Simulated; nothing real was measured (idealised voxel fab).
voxel self aligned vias: a process module
Each square cell in cross-section cut measures 5 nm, and the section as a whole is 210 nm wide.
When this document writes out a cross-section, it uses a grid of square cells and lists it as bands, beginning at the top and moving down, with a band standing for one or more rows of cells. For a band, the entry starts with two heights in nm, that of the top and then that of the bottom, and carries on with the band's materials in order from left to right, each alongside its width in nm; the word "edge to edge" beside a single material means it fills the band edge to edge, and "air" means empty space. Heights are measured from 0, the level below which the as-received wafer is all one material; the lowest band has no bottom and continues downward, written as in "0 down". Quick explanation for "30 to 40": the width changes in equal steps down the rows of cells, from the first number in the band's top row to the second number in its bottom row. Take "nothing different" at face value: in the step it is given for, the cross-section changed in none of its cells. In the "Entrapped void list" entry, you get each enclosed empty space of 8 cells or more, one with no open way to the top, written width x height at distance, distance from the left edge, in nm. Step line, after settings: the simulator's comment on this step. overlay nm: where the mask lay relative to plan, measured to the right, on steps with a mask; negatives go left.

### plan
| 1 | RECEIVE [material Si] |
| 2 | CONFORMAL_DEP [material SiO2] [thk nm 10] |
| 3 | CONFORMAL_DEP [material SiCN] [thk nm 5] |
| 4 | DIRECTIONAL_DEP [material SiO2] [thk nm 30] |
| 5 | PATTERN [tone open] [mask id LINES] [material resist] [width nm 20] [pitch nm 65] [thk nm 15] [overlay nm 0] |
| 6 | DIRECTIONAL_ETCH [etch materials SiO2] [depth nm 30] |
| 7 | STRIP [etch materials resist] |
| 8 | CONFORMAL_DEP [material TiN] [thk nm 5] |
| 9 | FILL_DEP [material W] [thk nm 5] |
| 10 | CMP [height nm 45] |
| 11 | SELECTIVE_ETCH [etch materials W Ru TiN] [depth nm 5] |
| 12 | FILL_DEP [material SiN] [thk nm 5] |
| 13 | CMP [height nm 45] |
| 14 | DIRECTIONAL_DEP [material SiO2] [thk nm 20] |
| 15 | DIRECTIONAL_DEP [material aC] [thk nm 10] |
| 16 | PATTERN [tone open] [mask id VIAS] [material resist] [width nm 40] [pitch nm 130] [thk nm 30] [overlay nm 0] |
| 17 | DIRECTIONAL_ETCH [etch materials aC] [depth nm 10] |
| 18 | STRIP [etch materials resist] |
| 19 | DIRECTIONAL_ETCH [etch materials SiO2] [depth nm 20] |
| 20 | DIRECTIONAL_ETCH [etch materials SiN] [depth nm 5] |
| 21 | STRIP [etch materials aC] |
| 22 | CONFORMAL_DEP [material TiN] [thk nm 5] |
| 23 | FILL_DEP [material Cu] [thk nm 5] |
| 24 | CMP [height nm 65] |
| 25 | CONFORMAL_DEP [material SiCN] [thk nm 5] |

### This is the cross-section of the wafer as we received it, i.e. after step 1
    0 down = Si edge to edge
    Entrapped void list: none

### Cross-section taken at module completion on the first of two wafers; processed per the plan
    70 to 65 = SiCN edge to edge
    65 to 50 = SiO2=20  TiN=5  Cu=30  TiN=5  SiO2=90  TiN=5  Cu=30  TiN=5  SiO2=20
    50 to 45 = SiO2=20  TiN=15  Cu=10  TiN=15  SiO2=90  TiN=15  Cu=10  TiN=15  SiO2=20
    45 to 40 = SiO2=30  TiN=20  SiO2=45  SiN=20  SiO2=45  TiN=20  SiO2=30
    40 to 20 = SiO2=30  TiN=5  W=10  TiN=5  SiO2=45  TiN=5  W=10  TiN=5  SiO2=45  TiN=5  W=10  TiN=5  SiO2=30
    20 to 15 = SiO2=30  TiN=20  SiO2=45  TiN=20  SiO2=45  TiN=20  SiO2=30
    15 to 10 = SiCN edge to edge
    10 to 0 = SiO2 edge to edge
    0 down = Si edge to edge
    Entrapped void list: none

### This is the second of the two wafers, cross-sectioned at the end of the module; it started exactly like the first and was given the same plan, but it was run with one mistake
    70 to 65 = SiCN edge to edge
    65 to 45 = SiO2=20  TiN=5  Cu=30  TiN=5  SiO2=90  TiN=5  Cu=30  TiN=5  SiO2=20
    45 to 40 = SiN=20  TiN=40  SiN=90  TiN=40  SiN=20
    40 to 35 = TiN=35  W=10  TiN=55  W=10  TiN=55  W=10  TiN=35
    35 to 10 = SiO2=30  TiN=5  W=10  TiN=5  SiO2=45  TiN=5  W=10  TiN=5  SiO2=45  TiN=5  W=10  TiN=5  SiO2=30
    10 to 5 = SiO2=30  TiN=20  SiO2=45  TiN=20  SiO2=45  TiN=20  SiO2=30
    5 to 0 = SiCN edge to edge
    0 down = Si edge to edge
    Entrapped void list: none
Misprocessing identified: step 2 of the plan was excluded from execution and never run
In the final state, the cell counts of the second wafer exceed or fall short of those of the first for the following materials: Cu: 8 more, SiN: 22 more, SiO2: 84 fewer, TiN: 42 more, W: 12 more
